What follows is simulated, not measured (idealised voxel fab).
Process module heading - voxel self aligned contacts
This is section cut - it's 205 nm across, gridded in 5 nm square cells.
Notation: cross-section as square-cell grid; stated in bands, top first, going down; one or more cell rows per band. Quick guide to a band line: top height, bottom height (nm) up front; then every material left to right with its width in nm. Only one material and it's marked "all across"? Then it fills the band edge to edge. And "empty" just means empty space. Convention: height 0 is the level below which the wafer, as received, is all one material. The lowest band does not terminate at the bottom but continues downward, represented as "top 0, no bottom". Read "30 to 40" as a graded width: first number on top, second number at the bottom, same change between each pair of neighbouring rows. "remained unchanged", as given for a step, is the statement that not any cell of the cross-section underwent a change during that step. Empty spaces without an open route to the top, at least 8 cells in extent, make up the entry "Unvented cavities"; each is given as width x height at distance, where the distance is measured from the left edge, and all are in nm. Step line, after settings: the simulator's comment on this step. A step's line can hold "overlay nm"; with a mask on that step, the setting says how far right of the planned place the mask lay, while a negative setting says it lay to the left.
The following list gives the planned process steps
1,RECEIVE: material Si
2,CONFORMAL_DEP: material SiO2, thk nm 5
3,DIRECTIONAL_DEP: material polySi, thk nm 30
4,DIRECTIONAL_DEP: material SiN, thk nm 20
5,PATTERN: tone cover, mask id GATE, material resist, width nm 30, pitch nm 60, thk nm 20, overlay nm 0
6,DIRECTIONAL_ETCH: etch materials SiN, depth nm 20
7,DIRECTIONAL_ETCH: etch materials polySi, depth nm 30
8,STRIP: etch materials resist
9,CONFORMAL_DEP: material SiN, thk nm 5
10,DIRECTIONAL_ETCH: etch materials SiN, depth nm 5
11,FILL_DEP: material SiO2, thk nm 15
12,CMP: height nm 60
13,PATTERN: tone open, mask id CONTACT, material resist, width nm 40, thk nm 15, overlay nm 0
14,DIRECTIONAL_ETCH: etch materials SiO2, depth nm 60
15,STRIP: etch materials resist
16,CONFORMAL_DEP: material TiN, thk nm 5
17,FILL_DEP: material W, thk nm 10
18,CMP: height nm 60
19,CONFORMAL_DEP: material SiN, thk nm 5
On the first of the two wafers: run conducted according to plan
Cross-section of the incoming wafer, state after step 1
top 0, no bottom: Si all across
Unvented cavities: none
Step 2 complete: cross-section through the wafer
top 5, bottom 0: SiO2 all across
Below 0 it's all the same as before, nothing changed down there.
Step 3 complete: cross-section through the wafer
top 35, bottom 5: polySi all across
Below 5 it's all the same as before, nothing changed down there.
Step 4 complete: cross-section through the wafer
top 55, bottom 35: SiN all across
Below 35 it's all the same as before, nothing changed down there.
Step 5 complete: cross-section through the wafer
top 75, bottom 55: empty 55 nm; resist 30 nm; empty 30 nm; resist 30 nm; empty 60 nm
Below 55 it's all the same as before, nothing changed down there.
Step 6 complete: cross-section through the wafer
top 75, bottom 55: empty 55 nm; resist 30 nm; empty 30 nm; resist 30 nm; empty 60 nm
top 55, bottom 35: empty 55 nm; SiN 30 nm; empty 30 nm; SiN 30 nm; empty 60 nm
Below 35 it's all the same as before, nothing changed down there.
Step 7 complete: cross-section through the wafer
top 75, bottom 55: empty 55 nm; resist 30 nm; empty 30 nm; resist 30 nm; empty 60 nm
top 55, bottom 35: empty 55 nm; SiN 30 nm; empty 30 nm; SiN 30 nm; empty 60 nm
top 35, bottom 5: empty 55 nm; polySi 30 nm; empty 30 nm; polySi 30 nm; empty 60 nm
Below 5 it's all the same as before, nothing changed down there.
Step 8 complete: cross-section through the wafer
top 55, bottom 35: empty 55 nm; SiN 30 nm; empty 30 nm; SiN 30 nm; empty 60 nm
Below 35 it's all the same as before, nothing changed down there.
Step 9 complete: cross-section through the wafer
top 60, bottom 35: empty 50 nm; SiN 40 nm; empty 20 nm; SiN 40 nm; empty 55 nm
top 35, bottom 10: empty 50 nm; SiN 5 nm; polySi 30 nm; SiN 5 nm; empty 20 nm; SiN 5 nm; polySi 30 nm; SiN 5 nm; empty 55 nm
top 10, bottom 5: SiN 55 nm; polySi 30 nm; SiN 30 nm; polySi 30 nm; SiN 60 nm
Below 5 it's all the same as before, nothing changed down there.
Step 10 complete: cross-section through the wafer
top 55, bottom 35: empty 50 nm; SiN 40 nm; empty 20 nm; SiN 40 nm; empty 55 nm
top 35, bottom 5: empty 50 nm; SiN 5 nm; polySi 30 nm; SiN 5 nm; empty 20 nm; SiN 5 nm; polySi 30 nm; SiN 5 nm; empty 55 nm
Below 5 it's all the same as before, nothing changed down there.
Step 11 complete: cross-section through the wafer
top 70, bottom 55: SiO2 all across
top 55, bottom 35: SiO2 50 nm; SiN 40 nm; SiO2 20 nm; SiN 40 nm; SiO2 55 nm
top 35, bottom 5: SiO2 50 nm; SiN 5 nm; polySi 30 nm; SiN 5 nm; SiO2 20 nm; SiN 5 nm; polySi 30 nm; SiN 5 nm; SiO2 55 nm
Below 5 it's all the same as before, nothing changed down there.
Step 12 complete: cross-section through the wafer
top 60, bottom 55: SiO2 all across
Below 55 it's all the same as before, nothing changed down there.
Step 13 complete: cross-section through the wafer
top 75, bottom 60: resist 80 nm; empty 40 nm; resist 85 nm
Below 60 it's all the same as before, nothing changed down there.
Step 14 complete: cross-section through the wafer
top 75, bottom 60: resist 80 nm; empty 40 nm; resist 85 nm
top 60, bottom 55: SiO2 80 nm; empty 40 nm; SiO2 85 nm
top 55, bottom 35: SiO2 50 nm; SiN 40 nm; empty 20 nm; SiN 40 nm; SiO2 55 nm
top 35, bottom 5: SiO2 50 nm; SiN 5 nm; polySi 30 nm; SiN 5 nm; empty 20 nm; SiN 5 nm; polySi 30 nm; SiN 5 nm; SiO2 55 nm
top 5, bottom 0: SiO2 90 nm; empty 20 nm; SiO2 95 nm
Below 0 it's all the same as before, nothing changed down there.
Step 15 complete: cross-section through the wafer
top 60, bottom 55: SiO2 80 nm; empty 40 nm; SiO2 85 nm
Below 55 it's all the same as before, nothing changed down there.
Step 16 complete: cross-section through the wafer
top 65, bottom 60: TiN 85 nm; empty 30 nm; TiN 90 nm
top 60, bottom 55: SiO2 80 nm; TiN 15 nm; empty 10 nm; TiN 15 nm; SiO2 85 nm
top 55, bottom 35: SiO2 50 nm; SiN 40 nm; TiN 5 nm; empty 10 nm; TiN 5 nm; SiN 40 nm; SiO2 55 nm
top 35, bottom 5: SiO2 50 nm; SiN 5 nm; polySi 30 nm; SiN 5 nm; TiN 5 nm; empty 10 nm; TiN 5 nm; SiN 5 nm; polySi 30 nm; SiN 5 nm; SiO2 55 nm
top 5, bottom 0: SiO2 90 nm; TiN 20 nm; SiO2 95 nm
Below 0 it's all the same as before, nothing changed down there.
Step 17 complete: cross-section through the wafer
top 75, bottom 65: W all across
top 65, bottom 60: TiN 85 nm; W 30 nm; TiN 90 nm
top 60, bottom 55: SiO2 80 nm; TiN 15 nm; W 10 nm; TiN 15 nm; SiO2 85 nm
top 55, bottom 35: SiO2 50 nm; SiN 40 nm; TiN 5 nm; W 10 nm; TiN 5 nm; SiN 40 nm; SiO2 55 nm
top 35, bottom 5: SiO2 50 nm; SiN 5 nm; polySi 30 nm; SiN 5 nm; TiN 5 nm; W 10 nm; TiN 5 nm; SiN 5 nm; polySi 30 nm; SiN 5 nm; SiO2 55 nm
Below 5 it's all the same as before, nothing changed down there.
Step 18 complete: cross-section through the wafer
top 60, bottom 55: SiO2 80 nm; TiN 15 nm; W 10 nm; TiN 15 nm; SiO2 85 nm
Below 55 it's all the same as before, nothing changed down there.
Step 19 complete: cross-section through the wafer
top 65, bottom 60: SiN all across
Below 60 it's all the same as before, nothing changed down there.
Second wafer, same starting conditions and recipe as the first, one mistake in executing it, nothing differs from the first up to and including step 2
Cross-section, second wafer, at the end time the plan gives for step 3
top 65, bottom 5: polySi all across
Below 5 it's all the same as before, nothing changed down there.
Cross-section, second wafer, at the end time the plan gives for step 4
top 85, bottom 65: SiN all across
Below 65 it's all the same as before, nothing changed down there.
Cross-section, second wafer, at the end time the plan gives for step 5
top 105, bottom 85: empty 55 nm; resist 30 nm; empty 30 nm; resist 30 nm; empty 60 nm
Below 85 it's all the same as before, nothing changed down there.
Cross-section, second wafer, at the end time the plan gives for step 6
top 105, bottom 85: empty 55 nm; resist 30 nm; empty 30 nm; resist 30 nm; empty 60 nm
top 85, bottom 65: empty 55 nm; SiN 30 nm; empty 30 nm; SiN 30 nm; empty 60 nm
Below 65 it's all the same as before, nothing changed down there.
Cross-section, second wafer, at the end time the plan gives for step 7
top 105, bottom 85: empty 55 nm; resist 30 nm; empty 30 nm; resist 30 nm; empty 60 nm
top 85, bottom 65: empty 55 nm; SiN 30 nm; empty 30 nm; SiN 30 nm; empty 60 nm
top 65, bottom 35: empty 55 nm; polySi 30 nm; empty 30 nm; polySi 30 nm; empty 60 nm
Below 35 it's all the same as before, nothing changed down there.
Cross-section, second wafer, at the end time the plan gives for step 8
top 85, bottom 65: empty 55 nm; SiN 30 nm; empty 30 nm; SiN 30 nm; empty 60 nm
Below 65 it's all the same as before, nothing changed down there.
Cross-section, second wafer, at the end time the plan gives for step 9
top 90, bottom 65: empty 50 nm; SiN 40 nm; empty 20 nm; SiN 40 nm; empty 55 nm
top 65, bottom 40: empty 50 nm; SiN 5 nm; polySi 30 nm; SiN 5 nm; empty 20 nm; SiN 5 nm; polySi 30 nm; SiN 5 nm; empty 55 nm
top 40, bottom 35: SiN 55 nm; polySi 30 nm; SiN 30 nm; polySi 30 nm; SiN 60 nm
Below 35 it's all the same as before, nothing changed down there.
Cross-section, second wafer, at the end time the plan gives for step 10
top 85, bottom 65: empty 50 nm; SiN 40 nm; empty 20 nm; SiN 40 nm; empty 55 nm
top 65, bottom 35: empty 50 nm; SiN 5 nm; polySi 30 nm; SiN 5 nm; empty 20 nm; SiN 5 nm; polySi 30 nm; SiN 5 nm; empty 55 nm
Below 35 it's all the same as before, nothing changed down there.
Cross-section, second wafer, at the end time the plan gives for step 11
top 100, bottom 85: SiO2 all across
top 85, bottom 65: SiO2 50 nm; SiN 40 nm; SiO2 20 nm; SiN 40 nm; SiO2 55 nm
top 65, bottom 35: SiO2 50 nm; SiN 5 nm; polySi 30 nm; SiN 5 nm; SiO2 20 nm; SiN 5 nm; polySi 30 nm; SiN 5 nm; SiO2 55 nm
Below 35 it's all the same as before, nothing changed down there.
Cross-section, second wafer, at the end time the plan gives for step 12
top 60, bottom 35: SiO2 50 nm; SiN 5 nm; polySi 30 nm; SiN 5 nm; SiO2 20 nm; SiN 5 nm; polySi 30 nm; SiN 5 nm; SiO2 55 nm
Below 35 it's all the same as before, nothing changed down there.
Cross-section, second wafer, at the end time the plan gives for step 13
top 75, bottom 60: resist 80 nm; empty 40 nm; resist 85 nm
Below 60 it's all the same as before, nothing changed down there.
Cross-section, second wafer, at the end time the plan gives for step 14
top 75, bottom 60: resist 80 nm; empty 40 nm; resist 85 nm
top 60, bottom 35: SiO2 50 nm; SiN 5 nm; polySi 30 nm; SiN 5 nm; empty 20 nm; SiN 5 nm; polySi 30 nm; SiN 5 nm; SiO2 55 nm
Below 35 it's all the same as before, nothing changed down there.
Cross-section, second wafer, at the end time the plan gives for step 15
top 60, bottom 35: SiO2 50 nm; SiN 5 nm; polySi 30 nm; SiN 5 nm; empty 20 nm; SiN 5 nm; polySi 30 nm; SiN 5 nm; SiO2 55 nm
Below 35 it's all the same as before, nothing changed down there.
Cross-section, second wafer, at the end time the plan gives for step 16
top 65, bottom 60: TiN 95 nm; empty 10 nm; TiN 100 nm
top 60, bottom 40: SiO2 50 nm; SiN 5 nm; polySi 30 nm; SiN 5 nm; TiN 5 nm; empty 10 nm; TiN 5 nm; SiN 5 nm; polySi 30 nm; SiN 5 nm; SiO2 55 nm
top 40, bottom 35: SiO2 50 nm; SiN 5 nm; polySi 30 nm; SiN 5 nm; TiN 20 nm; SiN 5 nm; polySi 30 nm; SiN 5 nm; SiO2 55 nm
Below 35 it's all the same as before, nothing changed down there.
Cross-section, second wafer, at the end time the plan gives for step 17
top 75, bottom 65: W all across
top 65, bottom 60: TiN 95 nm; W 10 nm; TiN 100 nm
top 60, bottom 40: SiO2 50 nm; SiN 5 nm; polySi 30 nm; SiN 5 nm; TiN 5 nm; W 10 nm; TiN 5 nm; SiN 5 nm; polySi 30 nm; SiN 5 nm; SiO2 55 nm
Below 40 it's all the same as before, nothing changed down there.
Cross-section, second wafer, at the end time the plan gives for step 18
top 60, bottom 40: SiO2 50 nm; SiN 5 nm; polySi 30 nm; SiN 5 nm; TiN 5 nm; W 10 nm; TiN 5 nm; SiN 5 nm; polySi 30 nm; SiN 5 nm; SiO2 55 nm
Below 40 it's all the same as before, nothing changed down there.
Cross-section, second wafer, at the end time the plan gives for step 19
top 65, bottom 60: SiN all across
Below 60 it's all the same as before, nothing changed down there.
Error vs. plan: regarding the plan, step 3 was run twice
Materials where the second wafer ends with more or fewer cells than the first: SiN -68; SiO2 -134; TiN -18; W -14; polySi +234
